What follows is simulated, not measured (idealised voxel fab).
process module | voxel tone inversion
cross-section cut | 175 nm wide | cells 5 nm
A cross-section is a grid of square cells, given in bands from the top down. A band is one or more rows of cells.
Each band's line starts with the height of the band's top and of its bottom, in nm. Then come its materials from left to right, each with its width in nm. One material with "throughout" fills the band from edge to edge. "air" is empty space.
Height 0 is the level under which the wafer as received is all one material. The lowest band goes on downwards, as in "0 down".
A width such as "30 to 40" changes by the same amount from each row of cells to the next, from the band's top row to its bottom row.
"no change" after a step means that no cell of the cross-section changed.
closed voids: empty space of 8 cells or more with no open way to the top, each as width x height at its distance from the left edge, in nm
after a step's settings: what the simulator itself notes on the step
overlay nm, on a step with a mask: how far to the right of its planned place the mask lay; to the left if negative
plan
1 op RECEIVE | material Si
2 op CONFORMAL_DEP | material SiN | thk nm 5
3 op DIRECTIONAL_DEP | material aC | thk nm 20
4 op PATTERN | tone cover | mask id POSTS | material resist | width nm 25 | pitch nm 40 | thk nm 25 | overlay nm 0
5 op DIRECTIONAL_ETCH | etch materials aC | depth nm 20
6 op STRIP | etch materials resist
7 op FILL_DEP | material SiO2 | thk nm 10
8 op CMP | height nm 25
9 op STRIP | etch materials aC
10 op CONFORMAL_DEP | material TiN | thk nm 5
11 op FILL_DEP | material Cu | thk nm 5
12 op CMP | height nm 25
13 op CONFORMAL_DEP | material SiN | thk nm 5
as received, after step 1
  0 down: Si throughout
  closed voids: none
a wafer at the end: this start, this plan, one mistake
  30 to 25: SiN throughout
  25 to 5: SiO2 throughout
  5 to 0: SiN throughout
  0 down: Si throughout
  closed voids: none
what went wrong: step 3 ran as: op DIRECTIONAL_DEP | material SiO2 | thk nm 20
